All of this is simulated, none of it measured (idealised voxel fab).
process module | voxel spacer lines
cross-section cut | 295 nm wide | cells 5 nm
A cross-section is a grid of square cells, given in bands from the top down. A band is one or more rows of cells.
Each band's line starts with the height of the band's top and of its bottom, in nm. Then come its materials from left to right, each with its width in nm. One material with "throughout" fills the band from edge to edge. "air" is empty space.
Height 0 is the level under which the wafer as received is all one material. The lowest band goes on downwards, as in "0 down".
A width such as "30 to 40" changes by the same amount from each row of cells to the next, from the band's top row to its bottom row.
"no change" after a step means that no cell of the cross-section changed.
closed voids: empty space of 8 cells or more with no open way to the top, each as width x height at its distance from the left edge, in nm
after a step's settings: what the simulator itself notes on the step
overlay nm, on a step with a mask: how far to the right of its planned place the mask lay; to the left if negative
plan
1 op RECEIVE | material Si
2 op CONFORMAL_DEP | material Al2O3 | thk nm 10
3 op DIRECTIONAL_DEP | material TiN | thk nm 10
4 op DIRECTIONAL_DEP | material aC | thk nm 20
5 op PATTERN | tone cover | mask id MANDREL | material resist | width nm 25 | pitch nm 70 | thk nm 25 | overlay nm 0
6 op DIRECTIONAL_ETCH | etch materials aC | depth nm 20
7 op STRIP | etch materials resist
8 op CONFORMAL_DEP | material SiO2 | thk nm 10
9 op DIRECTIONAL_ETCH | etch materials SiO2 | depth nm 10
10 op STRIP | etch materials aC
11 op DIRECTIONAL_ETCH | etch materials TiN | depth nm 10
12 op STRIP | etch materials SiO2
13 op FILL_DEP | material SiO2 | thk nm 5
14 op CMP | height nm 20
as received, after step 1
  0 down: Si throughout
  closed voids: none
first wafer at the end, as planned
  20 to 10: SiO2 55 | TiN 10 | SiO2 25 | TiN 10 | SiO2 25 | TiN 10 | SiO2 25 | TiN 10 | SiO2 25 | TiN 10 | SiO2 25 | TiN 10 | SiO2 55
  10 to 0: Al2O3 throughout
  0 down: Si throughout
  closed voids: none
second wafer at the end: like start, like plan, one mistake
  20 to 10: SiO2 65 | TiN 10 | SiO2 5 | TiN 10 | SiO2 45 | TiN 10 | SiO2 5 | TiN 10 | SiO2 45 | TiN 10 | SiO2 5 | TiN 10 | SiO2 65
  10 to 0: Al2O3 throughout
  0 down: Si throughout
  closed voids: none
what went wrong: step 5 ran as: op PATTERN | tone open | mask id MANDREL | material resist | width nm 25 | pitch nm 70 | thk nm 25 | overlay nm 0
at the end the second wafer has, in cells: as many of each material as the first, in other places
